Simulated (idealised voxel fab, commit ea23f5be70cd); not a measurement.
voxel released beams: a process module
This is section cut - it's 200 nm across, gridded in 5 nm square cells.
Heads up, the way a cross-section reads in here is a grid of square cells, handed over as bands from the top down, with every band being one or more rows of cells.
The entry gives the band's vertical extent as a top height and a bottom height in nm, then its horizontal make-up as materials from left to right, each with a width in nm. "empty" stands for empty space; a single material marked "full width" fills the band edge to edge.
Where do heights start? At 0: under that level the wafer as delivered is made of one material only. And the lowest band has no floor; it just carries on downward, as in "0 nm and below".
Graded width ("30..40"): value in top row of band = first number; value in bottom row = second number; row-to-row change constant.
Any step labelled "no change" changed none of the cells in the cross-section.
"Voids, sealed" specifies each empty space that is not open to the top and that occupies no fewer than 8 cells, using the form width x height at distance, the distance measured from the left edge and all three quantities in nm.
On each step's line, the part that comes after the settings is the simulator's own comment on the step.
overlay nm: step with mask; distance mask lay right of planned place; negative value = left of planned place.

# Here's what the planned process steps look like
| 1 | RECEIVE: material Si |
| 2 | CONFORMAL_DEP: material SiN, thk nm 10 |
| 3 | DIRECTIONAL_DEP: material SiO2, thk nm 20 |
| 4 | MASKED_ETCH: tone open, mask id ANCHOR, width nm 30, etch materials SiO2, depth nm 20, overlay nm 0 |
| 5 | CONFORMAL_DEP: material TiN, thk nm 10 |
| 6 | DIRECTIONAL_DEP: material aC, thk nm 15 |
| 7 | PATTERN: tone cover, mask id BEAM, material resist, width nm 100, thk nm 30, overlay nm 0 |
| 8 | DIRECTIONAL_ETCH: etch materials aC, depth nm 15 |
| 9 | STRIP: etch materials resist |
| 10 | DIRECTIONAL_ETCH: etch materials TiN, depth nm 10 |
| 11 | STRIP: etch materials aC |
| 12 | STRIP: etch materials SiO2 |

# So this is the incoming wafer in cross-section - it's already been through step 1
	0 nm and below = Si full width
	Voids, sealed: none

# Wafer cross-section at module end: first of two, run to plan
	40 nm to 30 nm = empty=45 / TiN=15 / empty=10 / TiN=75 / empty=55
	30 nm to 20 nm = empty=50 / TiN=10 / empty=10 / TiN=10 / empty=120
	20 nm to 10 nm = empty=50 / TiN=30 / empty=120
	10 nm to 0 nm = SiN full width
	0 nm and below = Si full width
	Voids, sealed: none

# Cross-sectional view of the second of two wafers upon completion of the module. This wafer shared its starting condition and process plan with the first; one error was made during its execution
	40 nm to 30 nm = empty=45 / TiN=45 / empty=110
	30 nm to 20 nm = empty=40 / TiN=10 / SiO2=30 / TiN=10 / empty=110
	20 nm to 10 nm = empty=40 / TiN=10 / SiO2=30 / TiN=65 / empty=55
	10 nm to 0 nm = SiN full width
	0 nm and below = Si full width
	Voids, sealed: none
Deviation noted in wafer processing: step 4 was not run as planned; what actually ran was MASKED_ETCH: tone cover, mask id ANCHOR, width nm 30, etch materials SiO2, depth nm 20, overlay nm 0
Final wafer comparison in cells, second versus first, more or fewer per material: SiO2 +24
